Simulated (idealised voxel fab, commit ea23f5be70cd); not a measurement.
The document below concerns the process module designated voxel air gaps.
FYI the section here is cut, 290 nm wide, cells are 5 nm squares.
Cross-sections here: square-cell grids, written as top-down lists of bands, a band being one or more rows of cells.
Heights first: top, then bottom, in nm. Then materials, left to right, each with a width in nm. "everywhere" on a single material: fills the band edge to edge. "empty": empty space.
Measure heights from 0. That's the level where, below it, the as-received wafer is all one material. The lowest band is bottomless and extends downward; write it as in "0..down".
You'd read "30 to 40" like this: the band's top row of cells is as wide as the first number, its bottom row is as wide as the second, and going down, every row changes width by the same amount as the row before did.
Step marked "no modification"? Then no cell in the cross-section changed in it.
In "Closed void inventory" the enclosed voids are listed, meaning empty spaces of 8 cells or larger without any opening to the top. The form is width x height at distance, distance from the left edge, units nm.
On a step's line, text after the settings is the simulator commenting on that step.
A step's line can hold "overlay nm"; with a mask on that step, the setting says how far right of the planned place the mask lay, while a negative setting says it lay to the left.

Steps planned for the process:
- 1: RECEIVE [material Si]
- 2: CONFORMAL_DEP [material SiO2] [thk nm 10]
- 3: CONFORMAL_DEP [material SiCN] [thk nm 5]
- 4: DIRECTIONAL_DEP [material lowk] [thk nm 40]
- 5: PATTERN [tone open] [mask id LINES] [material resist] [width nm 15] [pitch nm 40] [thk nm 15] [overlay nm 0]
- 6: DIRECTIONAL_ETCH [etch materials lowk] [depth nm 40]
- 7: STRIP [etch materials resist]
- 8: CONFORMAL_DEP [material TiN] [thk nm 5]
- 9: FILL_DEP [material Ru] [thk nm 10]
- 10: CMP [height nm 55]
- 11: EPI [material Ru] [thk nm 10]
- 12: SELECTIVE_ETCH [etch materials lowk] [depth nm 50]
- 13: CONFORMAL_DEP [material SiCN] [thk nm 5]
What sets these wafers apart? The width nm at step 5. They all start alike, and the plan carries the first wafer's value.

Received condition of the first of several wafers, sectioned: post-step 1:
    0..down: Si everywhere
    Closed void inventory: none

First of several wafers, sectioned at end of module (last step: step 13):
    70..65: empty 80 nm / SiCN 125 nm / empty 85 nm
    65..55: empty 80 nm / SiCN 5 nm / Ru 35 nm / SiCN 5 nm / Ru 35 nm / SiCN 5 nm / Ru 35 nm / SiCN 5 nm / empty 85 nm
    55..50: empty 80 nm / SiCN 15 nm / TiN 5 nm / Ru 5 nm / TiN 5 nm / SiCN 25 nm / TiN 5 nm / Ru 5 nm / TiN 5 nm / SiCN 25 nm / TiN 5 nm / Ru 5 nm / TiN 5 nm / SiCN 15 nm / empty 85 nm
    50..20: empty 90 nm / SiCN 5 nm / TiN 5 nm / Ru 5 nm / TiN 5 nm / SiCN 5 nm / empty 15 nm / SiCN 5 nm / TiN 5 nm / Ru 5 nm / TiN 5 nm / SiCN 5 nm / empty 15 nm / SiCN 5 nm / TiN 5 nm / Ru 5 nm / TiN 5 nm / SiCN 5 nm / empty 95 nm
    20..15: SiCN 95 nm / TiN 15 nm / SiCN 25 nm / TiN 15 nm / SiCN 25 nm / TiN 15 nm / SiCN 100 nm
    15..10: SiCN everywhere
    10..0: SiO2 everywhere
    0..down: Si everywhere
    Closed void inventory: 15 x 30 at 115; 15 x 30 at 155

Final wafer of several, shown in cross-section at the end of the module:
    70..65: empty 75 nm / SiCN 135 nm / empty 80 nm
    65..55: empty 75 nm / SiCN 5 nm / Ru 125 nm / SiCN 5 nm / empty 80 nm
    55..50: empty 75 nm / SiCN 15 nm / TiN 5 nm / Ru 15 nm / TiN 5 nm / lowk 15 nm / TiN 5 nm / Ru 15 nm / TiN 5 nm / lowk 15 nm / TiN 5 nm / Ru 15 nm / TiN 5 nm / SiCN 15 nm / empty 80 nm
    50..20: empty 85 nm / SiCN 5 nm / TiN 5 nm / Ru 15 nm / TiN 5 nm / lowk 15 nm / TiN 5 nm / Ru 15 nm / TiN 5 nm / lowk 15 nm / TiN 5 nm / Ru 15 nm / TiN 5 nm / SiCN 5 nm / empty 90 nm
    20..15: SiCN 90 nm / TiN 25 nm / lowk 15 nm / TiN 25 nm / lowk 15 nm / TiN 25 nm / SiCN 95 nm
    15..10: SiCN everywhere
    10..0: SiO2 everywhere
    0..down: Si everywhere
    Closed void inventory: none

wafer rows; end of module; cells per material since receipt: (+) gained, (-) lost; then closed voids:
width nm 15 | +63 Ru | +192 SiCN | +116 SiO2 | +51 TiN | Closed void inventory: 15 x 30 at 115; 15 x 30 at 155
width nm 20 | +90 Ru | +144 SiCN | +116 SiO2 | +54 TiN | +64 lowk | Closed void inventory: none
width nm 25 | +113 Ru | +144 SiCN | +116 SiO2 | +57 TiN | +48 lowk | Closed void inventory: none
